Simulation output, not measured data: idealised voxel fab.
The process module that follows is named voxel wiring stack.
Cross-sectional view cut (width: 240 nm; square cell size: 5 nm).
Cross-section = grid of square cells, listed top down in bands; band = one or more rows.
Per band: top height and bottom height in nm, followed by the left-to-right materials and their widths in nm; "throughout" marks a single material spanning edge to edge, "blank" marks empty space.
Height reference: 0 = level under which incoming wafer is all one material. Lowest band: no bottom, runs on downward, e.g. "0 -> down".
With a width like "30..40", each row of cells in the band differs from the next by the same amount, the top row carrying the first number and the bottom row the second.
"changes: none" (step): cross-section cells unchanged, all of them.
Empty spaces without an open route to the top, at least 8 cells in extent, make up the entry "Sealed void listing"; each is given as width x height at distance, where the distance is measured from the left edge, and all are in nm.
What comes after the settings on a step's line is commentary from the simulator itself on that step.
When a step includes a mask, the "overlay nm" setting on its line states how far to the right of its planned place that mask lay, and negative values state how far to the left.
### This section lists the process steps that were planned
step 1: op RECEIVE | material Si
step 2: op CONFORMAL_DEP | material SiO2 | thk nm 15
step 3: op DIRECTIONAL_DEP | material TiN | thk nm 5
step 4: op DIRECTIONAL_DEP | material Ru | thk nm 25
step 5: op PATTERN | tone cover | mask id METAL_1 | material resist | width nm 25 | pitch nm 45 | thk nm 20 | overlay nm 0
step 6: op DIRECTIONAL_ETCH | etch materials Ru | depth nm 25
step 7: op DIRECTIONAL_ETCH | etch materials TiN | depth nm 5
step 8: op STRIP | etch materials resist
step 9: op FILL_DEP | material lowk | thk nm 10
step 10: op CMP | height nm 45
step 11: op CONFORMAL_DEP | material SiCN | thk nm 5
step 12: op DIRECTIONAL_DEP | material lowk | thk nm 25
step 13: op DIRECTIONAL_DEP | material aC | thk nm 10
step 14: op PATTERN | tone open | mask id METAL_2_HOLES | material resist | width nm 15 | pitch nm 45 | thk nm 25 | overlay nm 0
step 15: op DIRECTIONAL_ETCH | etch materials aC | depth nm 10
step 16: op STRIP | etch materials resist
step 17: op DIRECTIONAL_ETCH | etch materials lowk | depth nm 25
step 18: op STRIP | etch materials aC
step 19: op MASKED_ETCH | tone open | mask id METAL_2 | width nm 25 | pitch nm 45 | etch materials lowk | depth nm 15 | overlay nm 0
step 20: op MASKED_ETCH | tone open | mask id METAL_2 | width nm 25 | pitch nm 45 | etch materials SiCN | depth nm 5 | overlay nm 0
step 21: op CONFORMAL_DEP | material TiN | thk nm 5
step 22: op FILL_DEP | material Cu | thk nm 10
step 23: op CMP | height nm 75
step 24: op CONFORMAL_DEP | material SiCN | thk nm 5
### First of two wafers - as planned
### As-received wafer cross-section (after step 1)
* 0 -> down: Si throughout
* Sealed void listing: none
### Wafer xsec, post step 2
* 15 -> 0: SiO2 throughout
* Note: structure below 0 unchanged.
### Wafer xsec, post step 3
* 20 -> 15: TiN throughout
* Note: structure below 15 unchanged.
### Wafer xsec, post step 4
* 45 -> 20: Ru throughout
* Note: structure below 20 unchanged.
### Wafer xsec, post step 5
* 65 -> 45: blank (40) | resist (25) | blank (20) | resist (25) | blank (20) | resist (25) | blank (20) | resist (25) | blank (40)
* Note: structure below 45 unchanged.
### Wafer xsec, post step 6
* 65 -> 45: blank (40) | resist (25) | blank (20) | resist (25) | blank (20) | resist (25) | blank (20) | resist (25) | blank (40)
* 45 -> 20: blank (40) | Ru (25) | blank (20) | Ru (25) | blank (20) | Ru (25) | blank (20) | Ru (25) | blank (40)
* Note: structure below 20 unchanged.
### Wafer xsec, post step 7
* 65 -> 45: blank (40) | resist (25) | blank (20) | resist (25) | blank (20) | resist (25) | blank (20) | resist (25) | blank (40)
* 45 -> 20: blank (40) | Ru (25) | blank (20) | Ru (25) | blank (20) | Ru (25) | blank (20) | Ru (25) | blank (40)
* 20 -> 15: blank (40) | TiN (25) | blank (20) | TiN (25) | blank (20) | TiN (25) | blank (20) | TiN (25) | blank (40)
* Note: structure below 15 unchanged.
### Wafer xsec, post step 8
* 45 -> 20: blank (40) | Ru (25) | blank (20) | Ru (25) | blank (20) | Ru (25) | blank (20) | Ru (25) | blank (40)
* Note: structure below 20 unchanged.
### Wafer xsec, post step 9
* 55 -> 45: lowk throughout
* 45 -> 20: lowk (40) | Ru (25) | lowk (20) | Ru (25) | lowk (20) | Ru (25) | lowk (20) | Ru (25) | lowk (40)
* 20 -> 15: lowk (40) | TiN (25) | lowk (20) | TiN (25) | lowk (20) | TiN (25) | lowk (20) | TiN (25) | lowk (40)
* Note: structure below 15 unchanged.
### Wafer xsec, post step 10
* 45 -> 20: lowk (40) | Ru (25) | lowk (20) | Ru (25) | lowk (20) | Ru (25) | lowk (20) | Ru (25) | lowk (40)
* Note: structure below 20 unchanged.
### Wafer xsec, post step 11
* 50 -> 45: SiCN throughout
* Note: structure below 45 unchanged.
### Wafer xsec, post step 12
* 75 -> 50: lowk throughout
* Note: structure below 50 unchanged.
### Wafer xsec, post step 13
* 85 -> 75: aC throughout
* Note: structure below 75 unchanged.
### Wafer xsec, post step 14
* 110 -> 85: resist (40) | blank (15) | resist (30) | blank (15) | resist (30) | blank (15) | resist (30) | blank (15) | resist (50)
* Note: structure below 85 unchanged.
### Wafer xsec, post step 15
* 100 -> 85: resist (40) | blank (15) | resist (30) | blank (15) | resist (30) | blank (15) | resist (30) | blank (15) | resist (50)
* 85 -> 75: aC (40) | blank (15) | aC (30) | blank (15) | aC (30) | blank (15) | aC (30) | blank (15) | aC (50)
* Note: structure below 75 unchanged.
### Wafer xsec, post step 16
* 85 -> 75: aC (40) | blank (15) | aC (30) | blank (15) | aC (30) | blank (15) | aC (30) | blank (15) | aC (50)
* Note: structure below 75 unchanged.
### Wafer xsec, post step 17
* 85 -> 75: aC (40) | blank (15) | aC (30) | blank (15) | aC (30) | blank (15) | aC (30) | blank (15) | aC (50)
* 75 -> 50: lowk (40) | blank (15) | lowk (30) | blank (15) | lowk (30) | blank (15) | lowk (30) | blank (15) | lowk (50)
* Note: structure below 50 unchanged.
### Wafer xsec, post step 18
* 75 -> 50: lowk (40) | blank (15) | lowk (30) | blank (15) | lowk (30) | blank (15) | lowk (30) | blank (15) | lowk (50)
* Note: structure below 50 unchanged.
### Wafer xsec, post step 19
* 75 -> 60: lowk (40) | blank (25) | lowk (20) | blank (25) | lowk (20) | blank (25) | lowk (20) | blank (25) | lowk (40)
* Note: structure below 60 unchanged.
### Wafer xsec, post step 20
* 75 -> 60: lowk (40) | blank (25) | lowk (20) | blank (25) | lowk (20) | blank (25) | lowk (20) | blank (25) | lowk (40)
* 60 -> 50: lowk (40) | blank (15) | lowk (30) | blank (15) | lowk (30) | blank (15) | lowk (30) | blank (15) | lowk (50)
* 50 -> 45: SiCN (40) | blank (15) | SiCN (30) | blank (15) | SiCN (30) | blank (15) | SiCN (30) | blank (15) | SiCN (50)
* Note: structure below 45 unchanged.
### Wafer xsec, post step 21
* 80 -> 75: TiN (45) | blank (15) | TiN (30) | blank (15) | TiN (30) | blank (15) | TiN (30) | blank (15) | TiN (45)
* 75 -> 65: lowk (40) | TiN (5) | blank (15) | TiN (5) | lowk (20) | TiN (5) | blank (15) | TiN (5) | lowk (20) | TiN (5) | blank (15) | TiN (5) | lowk (20) | TiN (5) | blank (15) | TiN (5) | lowk (40)
* 65 -> 60: lowk (40) | TiN (5) | blank (5) | TiN (15) | lowk (20) | TiN (5) | blank (5) | TiN (15) | lowk (20) | TiN (5) | blank (5) | TiN (15) | lowk (20) | TiN (5) | blank (5) | TiN (15) | lowk (40)
* 60 -> 50: lowk (40) | TiN (5) | blank (5) | TiN (5) | lowk (30) | TiN (5) | blank (5) | TiN (5) | lowk (30) | TiN (5) | blank (5) | TiN (5) | lowk (30) | TiN (5) | blank (5) | TiN (5) | lowk (50)
* 50 -> 45: SiCN (40) | TiN (15) | SiCN (30) | TiN (15) | SiCN (30) | TiN (15) | SiCN (30) | TiN (15) | SiCN (50)
* Note: structure below 45 unchanged.
### Wafer xsec, post step 22
* 90 -> 80: Cu throughout
* 80 -> 75: TiN (45) | Cu (15) | TiN (30) | Cu (15) | TiN (30) | Cu (15) | TiN (30) | Cu (15) | TiN (45)
* 75 -> 65: lowk (40) | TiN (5) | Cu (15) | TiN (5) | lowk (20) | TiN (5) | Cu (15) | TiN (5) | lowk (20) | TiN (5) | Cu (15) | TiN (5) | lowk (20) | TiN (5) | Cu (15) | TiN (5) | lowk (40)
* 65 -> 60: lowk (40) | TiN (5) | Cu (5) | TiN (15) | lowk (20) | TiN (5) | Cu (5) | TiN (15) | lowk (20) | TiN (5) | Cu (5) | TiN (15) | lowk (20) | TiN (5) | Cu (5) | TiN (15) | lowk (40)
* 60 -> 50: lowk (40) | TiN (5) | Cu (5) | TiN (5) | lowk (30) | TiN (5) | Cu (5) | TiN (5) | lowk (30) | TiN (5) | Cu (5) | TiN (5) | lowk (30) | TiN (5) | Cu (5) | TiN (5) | lowk (50)
* Note: structure below 50 unchanged.
### Wafer xsec, post step 23
* 75 -> 65: lowk (40) | TiN (5) | Cu (15) | TiN (5) | lowk (20) | TiN (5) | Cu (15) | TiN (5) | lowk (20) | TiN (5) | Cu (15) | TiN (5) | lowk (20) | TiN (5) | Cu (15) | TiN (5) | lowk (40)
* Note: structure below 65 unchanged.
### Wafer xsec, post step 24
* 80 -> 75: SiCN throughout
* Note: structure below 75 unchanged.
### Now the other wafer: same start, same recipe, but we messed up one thing when running it. Up to and including step 18 it's the same as the first one
### Cross-sectional representation of the second wafer at the time designated in the plan for the completion of step 19
* 75 -> 60: lowk (40) | blank (20) | lowk (25) | blank (20) | lowk (25) | blank (20) | lowk (25) | blank (20) | lowk (45)
* Note: structure below 60 unchanged.
### Cross-sectional representation of the second wafer at the time designated in the plan for the completion of step 20
* 75 -> 60: lowk (40) | blank (20) | lowk (25) | blank (20) | lowk (25) | blank (20) | lowk (25) | blank (20) | lowk (45)
* 60 -> 50: lowk (40) | blank (15) | lowk (30) | blank (15) | lowk (30) | blank (15) | lowk (30) | blank (15) | lowk (50)
* 50 -> 45: SiCN (40) | blank (15) | SiCN (30) | blank (15) | SiCN (30) | blank (15) | SiCN (30) | blank (15) | SiCN (50)
* Note: structure below 45 unchanged.
### Cross-sectional representation of the second wafer at the time designated in the plan for the completion of step 21
* 80 -> 75: TiN (45) | blank (10) | TiN (35) | blank (10) | TiN (35) | blank (10) | TiN (35) | blank (10) | TiN (50)
* 75 -> 65: lowk (40) | TiN (5) | blank (10) | TiN (5) | lowk (25) | TiN (5) | blank (10) | TiN (5) | lowk (25) | TiN (5) | blank (10) | TiN (5) | lowk (25) | TiN (5) | blank (10) | TiN (5) | lowk (45)
* 65 -> 60: lowk (40) | TiN (5) | blank (5) | TiN (10) | lowk (25) | TiN (5) | blank (5) | TiN (10) | lowk (25) | TiN (5) | blank (5) | TiN (10) | lowk (25) | TiN (5) | blank (5) | TiN (10) | lowk (45)
* 60 -> 50: lowk (40) | TiN (5) | blank (5) | TiN (5) | lowk (30) | TiN (5) | blank (5) | TiN (5) | lowk (30) | TiN (5) | blank (5) | TiN (5) | lowk (30) | TiN (5) | blank (5) | TiN (5) | lowk (50)
* 50 -> 45: SiCN (40) | TiN (15) | SiCN (30) | TiN (15) | SiCN (30) | TiN (15) | SiCN (30) | TiN (15) | SiCN (50)
* Note: structure below 45 unchanged.
### Cross-sectional representation of the second wafer at the time designated in the plan for the completion of step 22
* 90 -> 80: Cu throughout
* 80 -> 75: TiN (45) | Cu (10) | TiN (35) | Cu (10) | TiN (35) | Cu (10) | TiN (35) | Cu (10) | TiN (50)
* 75 -> 65: lowk (40) | TiN (5) | Cu (10) | TiN (5) | lowk (25) | TiN (5) | Cu (10) | TiN (5) | lowk (25) | TiN (5) | Cu (10) | TiN (5) | lowk (25) | TiN (5) | Cu (10) | TiN (5) | lowk (45)
* 65 -> 60: lowk (40) | TiN (5) | Cu (5) | TiN (10) | lowk (25) | TiN (5) | Cu (5) | TiN (10) | lowk (25) | TiN (5) | Cu (5) | TiN (10) | lowk (25) | TiN (5) | Cu (5) | TiN (10) | lowk (45)
* 60 -> 50: lowk (40) | TiN (5) | Cu (5) | TiN (5) | lowk (30) | TiN (5) | Cu (5) | TiN (5) | lowk (30) | TiN (5) | Cu (5) | TiN (5) | lowk (30) | TiN (5) | Cu (5) | TiN (5) | lowk (50)
* Note: structure below 50 unchanged.
### Cross-sectional representation of the second wafer at the time designated in the plan for the completion of step 23
* 75 -> 65: lowk (40) | TiN (5) | Cu (10) | TiN (5) | lowk (25) | TiN (5) | Cu (10) | TiN (5) | lowk (25) | TiN (5) | Cu (10) | TiN (5) | lowk (25) | TiN (5) | Cu (10) | TiN (5) | lowk (45)
* Note: structure below 65 unchanged.
### Cross-sectional representation of the second wafer at the time designated in the plan for the completion of step 24
* 80 -> 75: SiCN throughout
* Note: structure below 75 unchanged.
Here's what went sideways: step 19 was not run as planned; what actually ran was op MASKED_ETCH | tone open | mask id METAL_2 | width nm 15 | pitch nm 45 | etch materials lowk | depth nm 15 | overlay nm 0
Bottom line after processing is that, in cells, the second wafer is up or down on some materials versus the first: Cu -8, TiN -4, lowk +12
